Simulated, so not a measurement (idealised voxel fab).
The following is a process module called voxel plated lines.
155 nm wide, 5 nm square cells: that's cross-section cut.
Notation: cross-section as square-cell grid; stated in bands, top first, going down; one or more cell rows per band. Read a band's entry like this: the first values are the height of its top and the height of its bottom in nm, and what follows is the sequence of materials from left to right, each with its width in nm. Note that "empty" is empty space, and that a single material marked "all across" reaches across the band from edge to edge. Beneath 0, the wafer as received is one material, and that level is where height counting begins. The lowest band goes on downward without a bottom; it is written like "0 -> down". The width entry "30..40" should be interpreted row by row: the top row of cells in the band takes the first number, the bottom row takes the second number, and the change between adjacent rows is uniform throughout. "no alteration", as given for a step, is the statement that not any cell of the cross-section underwent a change during that step. Basically, "Enclosed void inventory" tells you about the enclosed voids: empty spaces with no open way to the top, 8 cells or bigger, each written width x height at distance, where distance is from the left edge, all in nm. If you see something after the settings on a step's line, that's the simulator's own remark about that step. overlay nm: mask right of planned place by this much (step with mask). Neg. = left.

-- plan
| 1 | RECEIVE (material Si) |
| 2 | CONFORMAL_DEP (material Al2O3; thk nm 15) |
| 3 | DIRECTIONAL_DEP (material TiN; thk nm 5) |
| 4 | PATTERN (tone open; mask id LINES; material resist; width nm 15; pitch nm 30; thk nm 40; overlay nm 0) |
| 5 | EPI (material Ru; thk nm 10) |
| 6 | EPI (material Ru; thk nm 5) |
| 7 | EPI (material Ru; thk nm 5) |
| 8 | STRIP (etch materials resist) |
| 9 | DIRECTIONAL_ETCH (etch materials TiN; depth nm 5) |
| 10 | CONFORMAL_DEP (material SiO2; thk nm 10) |

-- As-received state of the wafer in cross-section, equivalent to post-step 1
    0 -> down | Si all across
    Enclosed void inventory: none

-- Below is the wafer in cross-section after the module was completed. It began from the starting point shown above and followed the plan shown above, except that one mistake was made while running it
    45 -> 35 | 45 empty; 65 SiO2; 45 empty
    35 -> 20 | 45 empty; 10 SiO2; 15 Ru; 15 SiO2; 15 Ru; 10 SiO2; 45 empty
    20 -> 15 | 55 SiO2; 15 Ru; 15 SiO2; 15 Ru; 55 SiO2
    15 -> 10 | 55 SiO2; 15 TiN; 15 SiO2; 15 TiN; 55 SiO2
    10 -> 0 | Al2O3 all across
    0 -> down | Si all across
    Enclosed void inventory: none
The mistake made against the process plan was this: step 2 went in with a setting other than planned; the actual run was CONFORMAL_DEP (material Al2O3; thk nm 10)
